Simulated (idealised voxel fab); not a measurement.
The following is a process module called voxel tone inversion.
Pictured: cross-section cut, 250 nm wide, on a grid of 5 nm square cells.
We lay out every cross-section as a grid of square cells and spell it out in bands from the top down, where one band means one or more rows of cells.
Top height, bottom height, nm. Materials left to right, width each, nm. Single material + "full width" = fills band edge to edge. "blank" = empty.
All heights in this document are referenced to 0, defined as the level beneath which the wafer, as received, consists entirely of one material. The lowest band is not bounded below; it extends indefinitely downward and is written in the form "0 nm and below".
Width "30..40": first value at the band's top row of cells, second value at its bottom row, equal change from row to row.
The designation "all unchanged", where it is given for a processing step, indicates that no cell of the cross-section was altered in the course of that step.
Look at "Fully sealed voids" for the closed voids: empty spaces with no open path to the top, sized 8 cells or up. Each is width x height at distance, distance from the left edge, all nm.
Note: text after step settings on the step line = simulator remark on that step.
What "overlay nm" on a step's line means: if the step has a mask, that mask lay this far to the right of its planned place, or, when the value is negative, to the left.

STEPS IN THE PROCESS PLAN
1,RECEIVE | material Si
2,CONFORMAL_DEP | material SiN | thk nm 5
3,DIRECTIONAL_DEP | material polySi | thk nm 25
4,PATTERN | tone cover | mask id POSTS | material resist | width nm 20 | pitch nm 35 | thk nm 30 | overlay nm 0
5,DIRECTIONAL_ETCH | etch materials polySi | depth nm 25
6,STRIP | etch materials resist
7,FILL_DEP | material SiO2 | thk nm 5
8,CMP | height nm 30
9,STRIP | etch materials polySi

RUN AS PLANNED: FIRST OF TWO WAFERS

DELIVERED WAFER IN CROSS-SECTION: STATE AFTER STEP 1
    0 nm and below = Si full width
    Fully sealed voids: none

WAFER XSEC, POST STEP 2
    5 nm to 0 nm = SiN full width
    Under 0: no change, same as before.

WAFER XSEC, POST STEP 3
    30 nm to 5 nm = polySi full width
    Under 5: no change, same as before.

WAFER XSEC, POST STEP 4
    60 nm to 30 nm = blank 95 / resist 20 / blank 15 / resist 20 / blank 100
    Under 30: no change, same as before.

WAFER XSEC, POST STEP 5
    60 nm to 30 nm = blank 95 / resist 20 / blank 15 / resist 20 / blank 100
    30 nm to 5 nm = blank 95 / polySi 20 / blank 15 / polySi 20 / blank 100
    Under 5: no change, same as before.

WAFER XSEC, POST STEP 6
    30 nm to 5 nm = blank 95 / polySi 20 / blank 15 / polySi 20 / blank 100
    Under 5: no change, same as before.

WAFER XSEC, POST STEP 7
    35 nm to 30 nm = SiO2 full width
    30 nm to 5 nm = SiO2 95 / polySi 20 / SiO2 15 / polySi 20 / SiO2 100
    Under 5: no change, same as before.

WAFER XSEC, POST STEP 8
    30 nm to 5 nm = SiO2 95 / polySi 20 / SiO2 15 / polySi 20 / SiO2 100
    Under 5: no change, same as before.

WAFER XSEC, POST STEP 9
    30 nm to 5 nm = SiO2 95 / blank 20 / SiO2 15 / blank 20 / SiO2 100
    Under 5: no change, same as before.

WAFER TWO. IDENTICAL START, IDENTICAL PLAN. ONE MISTAKE IN EXECUTION. IDENTICAL HISTORY THROUGH STEP 3

CROSS-SECTION OF THE SECOND WAFER CORRESPONDING TO THE PLANNED CONCLUSION OF STEP 4
    60 nm to 30 nm = blank 90 / resist 20 / blank 15 / resist 20 / blank 105
    Under 30: no change, same as before.

CROSS-SECTION OF THE SECOND WAFER CORRESPONDING TO THE PLANNED CONCLUSION OF STEP 5
    60 nm to 30 nm = blank 90 / resist 20 / blank 15 / resist 20 / blank 105
    30 nm to 5 nm = blank 90 / polySi 20 / blank 15 / polySi 20 / blank 105
    Under 5: no change, same as before.

CROSS-SECTION OF THE SECOND WAFER CORRESPONDING TO THE PLANNED CONCLUSION OF STEP 6
    30 nm to 5 nm = blank 90 / polySi 20 / blank 15 / polySi 20 / blank 105
    Under 5: no change, same as before.

CROSS-SECTION OF THE SECOND WAFER CORRESPONDING TO THE PLANNED CONCLUSION OF STEP 7
    35 nm to 30 nm = SiO2 full width
    30 nm to 5 nm = SiO2 90 / polySi 20 / SiO2 15 / polySi 20 / SiO2 105
    Under 5: no change, same as before.

CROSS-SECTION OF THE SECOND WAFER CORRESPONDING TO THE PLANNED CONCLUSION OF STEP 8
    30 nm to 5 nm = SiO2 90 / polySi 20 / SiO2 15 / polySi 20 / SiO2 105
    Under 5: no change, same as before.

CROSS-SECTION OF THE SECOND WAFER CORRESPONDING TO THE PLANNED CONCLUSION OF STEP 9
    30 nm to 5 nm = SiO2 90 / blank 20 / SiO2 15 / blank 20 / SiO2 105
    Under 5: no change, same as before.
what went wrong: step 4 did not happen as planned, as run it was PATTERN | tone cover | mask id POSTS | material resist | width nm 20 | pitch nm 35 | thk nm 30 | overlay nm -5
Cell counts per material: same on both final wafers. Positions: different.
